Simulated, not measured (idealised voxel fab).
The name of this process module is voxel capacitor over wiring.
Shown is cross-section cut, with a width of 220 nm and square cells of size 5 nm.
When this document writes out a cross-section, it uses a grid of square cells and lists it as bands, beginning at the top and moving down, with a band standing for one or more rows of cells.
Band: top height; bottom height; in nm. Then, left to right: material with width in nm, for each material. "full width": a single material spanning edge to edge. "blank": empty space.
Heights are expressed relative to 0, this being the level below which the as-received wafer comprises one material exclusively. The lowest band is unbounded in the downward direction and is denoted as in "top 0, no bottom".
With a width like "30 to 40", each row of cells in the band differs from the next by the same amount, the top row carrying the first number and the bottom row the second.
Step note "nothing different" = no cross-section cell changed.
Empty spaces without an open route to the top, at least 8 cells in extent, make up the entry "Voids, sealed"; each is given as width x height at distance, where the distance is measured from the left edge, and all are in nm.
Note: text after step settings on the step line = simulator remark on that step.
overlay nm, on a step with a mask: how far to the right of its planned place the mask lay; to the left if negative
So here's the lineup of process steps we planned:
step 1: RECEIVE [material Si]
step 2: CONFORMAL_DEP [material SiO2] [thk nm 15]
step 3: DIRECTIONAL_DEP [material TiN] [thk nm 5]
step 4: DIRECTIONAL_DEP [material W] [thk nm 15]
step 5: DIRECTIONAL_DEP [material aC] [thk nm 15]
step 6: PATTERN [tone cover] [mask id METAL_1] [material resist] [width nm 30] [pitch nm 90] [thk nm 30] [overlay nm 0]
step 7: DIRECTIONAL_ETCH [etch materials aC] [depth nm 15]
step 8: STRIP [etch materials resist]
step 9: DIRECTIONAL_ETCH [etch materials W] [depth nm 15]
step 10: DIRECTIONAL_ETCH [etch materials TiN] [depth nm 5]
step 11: STRIP [etch materials aC]
step 12: CONFORMAL_DEP [material SiN] [thk nm 5]
step 13: FILL_DEP [material SiO2] [thk nm 5]
step 14: CMP [height nm 35]
step 15: CONFORMAL_DEP [material SiCN] [thk nm 5]
step 16: DIRECTIONAL_DEP [material SiO2] [thk nm 15]
step 17: PATTERN [tone open] [mask id PLUG_1] [material resist] [width nm 15] [thk nm 15] [overlay nm 0]
step 18: DIRECTIONAL_ETCH [etch materials SiO2] [depth nm 15]
step 19: DIRECTIONAL_ETCH [etch materials SiCN] [depth nm 5]
step 20: STRIP [etch materials resist]
step 21: CONFORMAL_DEP [material TiN] [thk nm 5]
step 22: FILL_DEP [material Cu] [thk nm 10]
step 23: CMP [height nm 55]
step 24: DIRECTIONAL_DEP [material TiN] [thk nm 10]
step 25: DIRECTIONAL_DEP [material Al2O3] [thk nm 5]
step 26: DIRECTIONAL_DEP [material TiN] [thk nm 5]
step 27: PATTERN [tone cover] [mask id UPPER_PLATE] [material resist] [width nm 65] [thk nm 15] [overlay nm 0]
step 28: DIRECTIONAL_ETCH [etch materials TiN] [depth nm 5]
step 29: DIRECTIONAL_ETCH [etch materials Al2O3] [depth nm 5]
step 30: STRIP [etch materials resist]
step 31: DIRECTIONAL_DEP [material aC] [thk nm 10]
step 32: PATTERN [tone cover] [mask id LOWER_PLATE] [material resist] [width nm 75] [thk nm 25] [overlay nm 0]
step 33: DIRECTIONAL_ETCH [etch materials aC] [depth nm 10]
step 34: STRIP [etch materials resist]
step 35: DIRECTIONAL_ETCH [etch materials TiN] [depth nm 10]
step 36: STRIP [etch materials aC]
step 37: FILL_DEP [material SiO2] [thk nm 20]
step 38: CMP [height nm 90]
step 39: MASKED_ETCH [tone open] [mask id PLUG_2] [width nm 15] [etch materials SiO2] [depth nm 15] [overlay nm 0]
step 40: CONFORMAL_DEP [material TiN] [thk nm 5]
step 41: FILL_DEP [material W] [thk nm 5]
step 42: CMP [height nm 90]
step 43: CONFORMAL_DEP [material SiCN] [thk nm 5]
The first wafer of two, processed as planned:
Wafer as received: cross-section following step 1:
- top 0, no bottom = Si full width
- Voids, sealed: none
After step 2:
- top 15, bottom 0 = SiO2 full width
- No changes below 0.
After step 3:
- top 20, bottom 15 = TiN full width
- No changes below 15.
After step 4:
- top 35, bottom 20 = W full width
- No changes below 20.
After step 5:
- top 50, bottom 35 = aC full width
- No changes below 35.
After step 6:
- top 80, bottom 50 = blank 50  resist 30  blank 60  resist 30  blank 50
- No changes below 50.
After step 7:
- top 65, bottom 50 = blank 50  resist 30  blank 60  resist 30  blank 50
- top 50, bottom 35 = blank 50  aC 30  blank 60  aC 30  blank 50
- No changes below 35.
After step 8:
- top 50, bottom 35 = blank 50  aC 30  blank 60  aC 30  blank 50
- No changes below 35.
After step 9:
- top 50, bottom 35 = blank 50  aC 30  blank 60  aC 30  blank 50
- top 35, bottom 20 = blank 50  W 30  blank 60  W 30  blank 50
- No changes below 20.
After step 10:
- top 50, bottom 35 = blank 50  aC 30  blank 60  aC 30  blank 50
- top 35, bottom 20 = blank 50  W 30  blank 60  W 30  blank 50
- top 20, bottom 15 = blank 50  TiN 30  blank 60  TiN 30  blank 50
- No changes below 15.
After step 11:
- top 35, bottom 20 = blank 50  W 30  blank 60  W 30  blank 50
- No changes below 20.
After step 12:
- top 40, bottom 35 = blank 45  SiN 40  blank 50  SiN 40  blank 45
- top 35, bottom 20 = blank 45  SiN 5  W 30  SiN 5  blank 50  SiN 5  W 30  SiN 5  blank 45
- top 20, bottom 15 = SiN 50  TiN 30  SiN 60  TiN 30  SiN 50
- No changes below 15.
After step 13:
- top 45, bottom 40 = SiO2 full width
- top 40, bottom 35 = SiO2 45  SiN 40  SiO2 50  SiN 40  SiO2 45
- top 35, bottom 20 = SiO2 45  SiN 5  W 30  SiN 5  SiO2 50  SiN 5  W 30  SiN 5  SiO2 45
- No changes below 20.
After step 14:
- top 35, bottom 20 = SiO2 45  SiN 5  W 30  SiN 5  SiO2 50  SiN 5  W 30  SiN 5  SiO2 45
- No changes below 20.
After step 15:
- top 40, bottom 35 = SiCN full width
- No changes below 35.
After step 16:
- top 55, bottom 40 = SiO2 full width
- No changes below 40.
After step 17:
- top 70, bottom 55 = resist 65  blank 15  resist 140
- No changes below 55.
After step 18:
- top 70, bottom 55 = resist 65  blank 15  resist 140
- top 55, bottom 40 = SiO2 65  blank 15  SiO2 140
- No changes below 40.
After step 19:
- top 70, bottom 55 = resist 65  blank 15  resist 140
- top 55, bottom 40 = SiO2 65  blank 15  SiO2 140
- top 40, bottom 35 = SiCN 65  blank 15  SiCN 140
- No changes below 35.
After step 20:
- top 55, bottom 40 = SiO2 65  blank 15  SiO2 140
- No changes below 40.
After step 21:
- top 60, bottom 55 = TiN 70  blank 5  TiN 145
- top 55, bottom 40 = SiO2 65  TiN 5  blank 5  TiN 5  SiO2 140
- top 40, bottom 35 = SiCN 65  TiN 15  SiCN 140
- No changes below 35.
After step 22:
- top 70, bottom 60 = Cu full width
- top 60, bottom 55 = TiN 70  Cu 5  TiN 145
- top 55, bottom 40 = SiO2 65  TiN 5  Cu 5  TiN 5  SiO2 140
- No changes below 40.
After step 23:
- top 55, bottom 40 = SiO2 65  TiN 5  Cu 5  TiN 5  SiO2 140
- No changes below 40.
After step 24:
- top 65, bottom 55 = TiN full width
- No changes below 55.
After step 25:
- top 70, bottom 65 = Al2O3 full width
- No changes below 65.
After step 26:
- top 75, bottom 70 = TiN full width
- No changes below 70.
After step 27:
- top 90, bottom 75 = blank 65  resist 65  blank 90
- No changes below 75.
After step 28:
- top 90, bottom 75 = blank 65  resist 65  blank 90
- top 75, bottom 70 = blank 65  TiN 65  blank 90
- No changes below 70.
After step 29:
- top 90, bottom 75 = blank 65  resist 65  blank 90
- top 75, bottom 70 = blank 65  TiN 65  blank 90
- top 70, bottom 65 = blank 65  Al2O3 65  blank 90
- No changes below 65.
After step 30:
- top 75, bottom 70 = blank 65  TiN 65  blank 90
- No changes below 70.
After step 31:
- top 85, bottom 75 = blank 65  aC 65  blank 90
- top 75, bottom 70 = aC 65  TiN 65  aC 90
- top 70, bottom 65 = aC 65  Al2O3 65  aC 90
- No changes below 65.
After step 32:
- top 110, bottom 85 = blank 60  resist 75  blank 85
- top 85, bottom 75 = blank 60  resist 5  aC 65  resist 5  blank 85
- No changes below 75.
After step 33:
- top 100, bottom 85 = blank 60  resist 75  blank 85
- top 85, bottom 75 = blank 60  resist 5  aC 65  resist 5  blank 85
- top 75, bottom 70 = blank 60  aC 5  TiN 65  aC 5  blank 85
- top 70, bottom 65 = blank 60  aC 5  Al2O3 65  aC 5  blank 85
- No changes below 65.
After step 34:
- top 85, bottom 75 = blank 65  aC 65  blank 90
- No changes below 75.
After step 35:
- top 85, bottom 75 = blank 65  aC 65  blank 90
- top 75, bottom 70 = blank 60  aC 5  TiN 65  aC 5  blank 85
- top 70, bottom 65 = blank 60  aC 5  Al2O3 65  aC 5  blank 85
- top 65, bottom 55 = blank 60  TiN 75  blank 85
- No changes below 55.
After step 36:
- top 75, bottom 70 = blank 65  TiN 65  blank 90
- top 70, bottom 65 = blank 65  Al2O3 65  blank 90
- No changes below 65.
After step 37:
- top 95, bottom 75 = SiO2 full width
- top 75, bottom 70 = SiO2 65  TiN 65  SiO2 90
- top 70, bottom 65 = SiO2 65  Al2O3 65  SiO2 90
- top 65, bottom 55 = SiO2 60  TiN 75  SiO2 85
- No changes below 55.
After step 38:
- top 90, bottom 75 = SiO2 full width
- No changes below 75.
After step 39:
- top 90, bottom 75 = SiO2 75  blank 15  SiO2 130
- No changes below 75.
After step 40:
- top 95, bottom 90 = TiN 80  blank 5  TiN 135
- top 90, bottom 80 = SiO2 75  TiN 5  blank 5  TiN 5  SiO2 130
- top 80, bottom 70 = SiO2 75 to 65  TiN 15 to 65  SiO2 130 to 90
- No changes below 70.
After step 41:
- top 100, bottom 95 = W full width
- top 95, bottom 90 = TiN 80  W 5  TiN 135
- top 90, bottom 80 = SiO2 75  TiN 5  W 5  TiN 5  SiO2 130
- No changes below 80.
After step 42:
- top 90, bottom 80 = SiO2 75  TiN 5  W 5  TiN 5  SiO2 130
- No changes below 80.
After step 43:
- top 95, bottom 90 = SiCN full width
- No changes below 90.
Companion wafer, the second of two: same beginning, same intended sequence, one mistake in carrying it out; through step 14 inclusive it tracks the first exactly:
Cross-section of the second wafer at the time by which step 15 should have been completed according to the plan:
- top 50, bottom 35 = SiO2 full width
- No changes below 35.
Cross-section of the second wafer at the time by which step 16 should have been completed according to the plan:
- top 55, bottom 50 = SiCN full width
- No changes below 50.
Cross-section of the second wafer at the time by which step 17 should have been completed according to the plan:
- top 70, bottom 55 = resist 65  blank 15  resist 140
- No changes below 55.
Cross-section of the second wafer at the time by which step 18 should have been completed according to the plan: nothing different
Cross-section of the second wafer at the time by which step 19 should have been completed according to the plan:
- top 70, bottom 55 = resist 65  blank 15  resist 140
- top 55, bottom 50 = SiCN 65  blank 15  SiCN 140
- No changes below 50.
Cross-section of the second wafer at the time by which step 20 should have been completed according to the plan:
- top 55, bottom 50 = SiCN 65  blank 15  SiCN 140
- No changes below 50.
Cross-section of the second wafer at the time by which step 21 should have been completed according to the plan:
- top 60, bottom 55 = TiN 70  blank 5  TiN 145
- top 55, bottom 50 = SiCN 65  TiN 15  SiCN 140
- No changes below 50.
Cross-section of the second wafer at the time by which step 22 should have been completed according to the plan:
- top 70, bottom 60 = Cu full width
- top 60, bottom 55 = TiN 70  Cu 5  TiN 145
- No changes below 55.
Cross-section of the second wafer at the time by which step 23 should have been completed according to the plan:
- top 55, bottom 50 = SiCN 65  TiN 15  SiCN 140
- No changes below 50.
Cross-section of the second wafer at the time by which step 24 should have been completed according to the plan:
- top 65, bottom 55 = TiN full width
- No changes below 55.
Cross-section of the second wafer at the time by which step 25 should have been completed according to the plan:
- top 70, bottom 65 = Al2O3 full width
- No changes below 65.
Cross-section of the second wafer at the time by which step 26 should have been completed according to the plan:
- top 75, bottom 70 = TiN full width
- No changes below 70.
Cross-section of the second wafer at the time by which step 27 should have been completed according to the plan:
- top 90, bottom 75 = blank 65  resist 65  blank 90
- No changes below 75.
Cross-section of the second wafer at the time by which step 28 should have been completed according to the plan:
- top 90, bottom 75 = blank 65  resist 65  blank 90
- top 75, bottom 70 = blank 65  TiN 65  blank 90
- No changes below 70.
Cross-section of the second wafer at the time by which step 29 should have been completed according to the plan:
- top 90, bottom 75 = blank 65  resist 65  blank 90
- top 75, bottom 70 = blank 65  TiN 65  blank 90
- top 70, bottom 65 = blank 65  Al2O3 65  blank 90
- No changes below 65.
Cross-section of the second wafer at the time by which step 30 should have been completed according to the plan:
- top 75, bottom 70 = blank 65  TiN 65  blank 90
- No changes below 70.
Cross-section of the second wafer at the time by which step 31 should have been completed according to the plan:
- top 85, bottom 75 = blank 65  aC 65  blank 90
- top 75, bottom 70 = aC 65  TiN 65  aC 90
- top 70, bottom 65 = aC 65  Al2O3 65  aC 90
- No changes below 65.
Cross-section of the second wafer at the time by which step 32 should have been completed according to the plan:
- top 110, bottom 85 = blank 60  resist 75  blank 85
- top 85, bottom 75 = blank 60  resist 5  aC 65  resist 5  blank 85
- No changes below 75.
Cross-section of the second wafer at the time by which step 33 should have been completed according to the plan:
- top 100, bottom 85 = blank 60  resist 75  blank 85
- top 85, bottom 75 = blank 60  resist 5  aC 65  resist 5  blank 85
- top 75, bottom 70 = blank 60  aC 5  TiN 65  aC 5  blank 85
- top 70, bottom 65 = blank 60  aC 5  Al2O3 65  aC 5  blank 85
- No changes below 65.
Cross-section of the second wafer at the time by which step 34 should have been completed according to the plan:
- top 85, bottom 75 = blank 65  aC 65  blank 90
- No changes below 75.
Cross-section of the second wafer at the time by which step 35 should have been completed according to the plan:
- top 85, bottom 75 = blank 65  aC 65  blank 90
- top 75, bottom 70 = blank 60  aC 5  TiN 65  aC 5  blank 85
- top 70, bottom 65 = blank 60  aC 5  Al2O3 65  aC 5  blank 85
- top 65, bottom 55 = blank 60  TiN 75  blank 85
- No changes below 55.
Cross-section of the second wafer at the time by which step 36 should have been completed according to the plan:
- top 75, bottom 70 = blank 65  TiN 65  blank 90
- top 70, bottom 65 = blank 65  Al2O3 65  blank 90
- No changes below 65.
Cross-section of the second wafer at the time by which step 37 should have been completed according to the plan:
- top 95, bottom 75 = SiO2 full width
- top 75, bottom 70 = SiO2 65  TiN 65  SiO2 90
- top 70, bottom 65 = SiO2 65  Al2O3 65  SiO2 90
- top 65, bottom 55 = SiO2 60  TiN 75  SiO2 85
- No changes below 55.
Cross-section of the second wafer at the time by which step 38 should have been completed according to the plan:
- top 90, bottom 75 = SiO2 full width
- No changes below 75.
Cross-section of the second wafer at the time by which step 39 should have been completed according to the plan:
- top 90, bottom 75 = SiO2 75  blank 15  SiO2 130
- No changes below 75.
Cross-section of the second wafer at the time by which step 40 should have been completed according to the plan:
- top 95, bottom 90 = TiN 80  blank 5  TiN 135
- top 90, bottom 80 = SiO2 75  TiN 5  blank 5  TiN 5  SiO2 130
- top 80, bottom 70 = SiO2 75 to 65  TiN 15 to 65  SiO2 130 to 90
- No changes below 70.
Cross-section of the second wafer at the time by which step 41 should have been completed according to the plan:
- top 100, bottom 95 = W full width
- top 95, bottom 90 = TiN 80  W 5  TiN 135
- top 90, bottom 80 = SiO2 75  TiN 5  W 5  TiN 5  SiO2 130
- No changes below 80.
Cross-section of the second wafer at the time by which step 42 should have been completed according to the plan:
- top 90, bottom 80 = SiO2 75  TiN 5  W 5  TiN 5  SiO2 130
- No changes below 80.
Cross-section of the second wafer at the time by which step 43 should have been completed according to the plan:
- top 95, bottom 90 = SiCN full width
- No changes below 90.
Heads up, the wafer didn't run the way we planned it: it was found that steps 15 and 16 of the process plan had been performed in exchanged positions
Wafer comparison, final, in cells, second relative to first, materials more or fewer: 3 fewer of Cu | 9 more of SiO2 | 6 fewer of TiN
